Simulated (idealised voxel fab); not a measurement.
process module | voxel wiring stack
cross-section cut | 280 nm wide | cells 5 nm
A cross-section is a grid of square cells, given in bands from the top down. A band is one or more rows of cells.
Each band's line starts with the height of the band's top and of its bottom, in nm. Then come its materials from left to right, each with its width in nm. One material with "throughout" fills the band from edge to edge. "air" is empty space.
Height 0 is the level under which the wafer as received is all one material. The lowest band goes on downwards, as in "0 down".
A width such as "30 to 40" changes by the same amount from each row of cells to the next, from the band's top row to its bottom row.
"no change" after a step means that no cell of the cross-section changed.
closed voids: empty space of 8 cells or more with no open way to the top, each as width x height at its distance from the left edge, in nm
after a step's settings: what the simulator itself notes on the step
overlay nm, on a step with a mask: how far to the right of its planned place the mask lay; to the left if negative
plan
1 op RECEIVE | material Si
2 op CONFORMAL_DEP | material SiO2 | thk nm 10
3 op CONFORMAL_DEP | material SiCN | thk nm 5
4 op DIRECTIONAL_DEP | material lowk | thk nm 25
5 op DIRECTIONAL_DEP | material aC | thk nm 10
6 op PATTERN | tone open | mask id METAL_1 | material resist | width nm 30 | pitch nm 45 | thk nm 30 | overlay nm 0
7 op DIRECTIONAL_ETCH | etch materials aC | depth nm 10
8 op STRIP | etch materials resist
9 op DIRECTIONAL_ETCH | etch materials lowk | depth nm 25
10 op DIRECTIONAL_ETCH | etch materials SiCN | depth nm 5
11 op STRIP | etch materials aC
12 op CONFORMAL_DEP | material TiN | thk nm 5
13 op FILL_DEP | material W | thk nm 5
14 op CMP | height nm 40
15 op CONFORMAL_DEP | material SiCN | thk nm 5
16 op DIRECTIONAL_DEP | material SiO2 | thk nm 25
17 op DIRECTIONAL_DEP | material aC | thk nm 15
18 op PATTERN | tone open | mask id METAL_2_HOLES | material resist | width nm 15 | thk nm 30 | overlay nm 0
19 op DIRECTIONAL_ETCH | etch materials aC | depth nm 15
20 op STRIP | etch materials resist
21 op DIRECTIONAL_ETCH | etch materials SiO2 | depth nm 25
22 op STRIP | etch materials aC
23 op PATTERN | tone open | mask id METAL_2 | material resist | width nm 30 | pitch nm 45 | thk nm 20 | overlay nm 0
24 op DIRECTIONAL_ETCH | etch materials SiO2 | depth nm 15
25 op DIRECTIONAL_ETCH | etch materials SiCN | depth nm 5
26 op STRIP | etch materials resist
27 op CONFORMAL_DEP | material TiN | thk nm 5
28 op FILL_DEP | material Cu | thk nm 10
29 op CMP | height nm 70
30 op CONFORMAL_DEP | material SiCN | thk nm 5
31 op DIRECTIONAL_DEP | material SiO2 | thk nm 15
32 op MASKED_ETCH | tone open | mask id PLUG_2 | width nm 15 | pitch nm 45 | etch materials SiO2 | depth nm 15 | overlay nm 0
33 op MASKED_ETCH | tone open | mask id PLUG_2 | width nm 15 | pitch nm 45 | etch materials SiCN | depth nm 5 | overlay nm 0
34 op EPI | material Ru | thk nm 10
35 op EPI | material Ru | thk nm 10
36 op DIRECTIONAL_DEP | material TiN | thk nm 5
37 op DIRECTIONAL_DEP | material W | thk nm 20
38 op PATTERN | tone cover | mask id METAL_3 | material resist | width nm 30 | pitch nm 45 | thk nm 15 | overlay nm 0
39 op DIRECTIONAL_ETCH | etch materials W | depth nm 20
40 op DIRECTIONAL_ETCH | etch materials TiN | depth nm 5
41 op STRIP | etch materials resist
42 op CONFORMAL_DEP | material SiCN | thk nm 5
43 op FILL_DEP | material SiO2 | thk nm 5
44 op CMP | height nm 115
45 op CONFORMAL_DEP | material SiCN | thk nm 5
46 op DIRECTIONAL_DEP | material SiO2 | thk nm 10
47 op DIRECTIONAL_DEP | material aC | thk nm 15
48 op PATTERN | tone open | mask id PLUG_3 | material resist | width nm 15 | thk nm 35 | overlay nm 0
49 op DIRECTIONAL_ETCH | etch materials aC | depth nm 15
50 op STRIP | etch materials resist
51 op DIRECTIONAL_ETCH | etch materials SiO2 | depth nm 10
52 op DIRECTIONAL_ETCH | etch materials SiCN | depth nm 5
53 op STRIP | etch materials aC
54 op CONFORMAL_DEP | material TiN | thk nm 5
55 op FILL_DEP | material Ru | thk nm 10
56 op CMP | height nm 130
57 op CONFORMAL_DEP | material SiN | thk nm 5
58 op DIRECTIONAL_DEP | material SiO2 | thk nm 25
59 op DIRECTIONAL_DEP | material aC | thk nm 10
60 op PATTERN | tone open | mask id METAL_4 | material resist | width nm 30 | pitch nm 45 | thk nm 25 | overlay nm 0
61 op DIRECTIONAL_ETCH | etch materials aC | depth nm 10
62 op STRIP | etch materials resist
63 op DIRECTIONAL_ETCH | etch materials SiO2 | depth nm 25
64 op DIRECTIONAL_ETCH | etch materials SiN | depth nm 5
65 op STRIP | etch materials aC
66 op CONFORMAL_DEP | material TiN | thk nm 5
67 op FILL_DEP | material Cu | thk nm 5
68 op CMP | height nm 160
69 op CONFORMAL_DEP | material SiN | thk nm 5
as received, after step 1
  0 down: Si throughout
  closed voids: none
first wafer at the end, as planned
  165 to 160: SiN throughout
  160 to 135: SiO2 100 | TiN 5 | Cu 20 | TiN 5 | SiO2 15 | TiN 5 | Cu 20 | TiN 5 | SiO2 105
  135 to 130: SiN 100 | TiN 30 | SiN 15 | TiN 30 | SiN 105
  130 to 120: SiO2 100 | TiN 5 | Ru 5 | TiN 5 | SiO2 165
  120 to 115: SiCN 100 | TiN 15 | SiCN 165
  115 to 95: SiO2 95 | SiCN 5 | W 30 | SiCN 5 | SiO2 5 | SiCN 5 | W 30 | SiCN 5 | SiO2 100
  95 to 90: SiCN 100 | TiN 30 | SiCN 15 | TiN 30 | SiCN 105
  90 to 75: SiO2 100 | Ru 15 | SiO2 30 | Ru 15 | SiO2 120
  75 to 70: SiCN 100 | Ru 15 | SiCN 30 | Ru 15 | SiCN 120
  70 to 60: SiO2 100 | TiN 5 | Cu 20 | TiN 5 | SiO2 15 | TiN 5 | Cu 20 | TiN 5 | SiO2 105
  60 to 55: SiO2 100 | TiN 5 | Cu 5 | TiN 20 | SiO2 15 | TiN 30 | SiO2 105
  55 to 45: SiO2 100 | TiN 5 | Cu 5 | TiN 5 | SiO2 165
  45 to 40: SiCN 100 | TiN 15 | SiCN 165
  40 to 15: lowk 100 | TiN 5 | W 20 | TiN 5 | lowk 15 | TiN 5 | W 20 | TiN 5 | lowk 105
  15 to 10: SiCN 100 | TiN 30 | SiCN 15 | TiN 30 | SiCN 105
  10 to 0: SiO2 throughout
  0 down: Si throughout
  closed voids: none
second wafer at the end: like start, like plan, one mistake
  165 to 160: SiN throughout
  160 to 135: SiO2 100 | TiN 5 | Cu 20 | TiN 5 | SiO2 15 | TiN 5 | Cu 20 | TiN 5 | SiO2 105
  135 to 130: SiN 100 | TiN 30 | SiN 15 | TiN 30 | SiN 105
  130 to 120: SiO2 100 | TiN 5 | W 5 | TiN 5 | SiO2 165
  120 to 115: SiCN 100 | TiN 15 | SiCN 165
  115 to 95: SiO2 95 | SiCN 5 | W 30 | SiCN 5 | SiO2 5 | SiCN 5 | W 30 | SiCN 5 | SiO2 100
  95 to 90: SiCN 100 | TiN 30 | SiCN 15 | TiN 30 | SiCN 105
  90 to 75: SiO2 100 | Ru 15 | SiO2 30 | Ru 15 | SiO2 120
  75 to 70: SiCN 100 | Ru 15 | SiCN 30 | Ru 15 | SiCN 120
  70 to 60: SiO2 100 | TiN 5 | Cu 20 | TiN 5 | SiO2 15 | TiN 5 | Cu 20 | TiN 5 | SiO2 105
  60 to 55: SiO2 100 | TiN 5 | Cu 5 | TiN 20 | SiO2 15 | TiN 30 | SiO2 105
  55 to 45: SiO2 100 | TiN 5 | Cu 5 | TiN 5 | SiO2 165
  45 to 40: SiCN 100 | TiN 15 | SiCN 165
  40 to 15: lowk 100 | TiN 5 | W 20 | TiN 5 | lowk 15 | TiN 5 | W 20 | TiN 5 | lowk 105
  15 to 10: SiCN 100 | TiN 30 | SiCN 15 | TiN 30 | SiCN 105
  10 to 0: SiO2 throughout
  0 down: Si throughout
  closed voids: none
what went wrong: step 55 ran as: op FILL_DEP | material W | thk nm 10
at the end the second wafer has, in cells: 2 fewer of Ru | 2 more of W
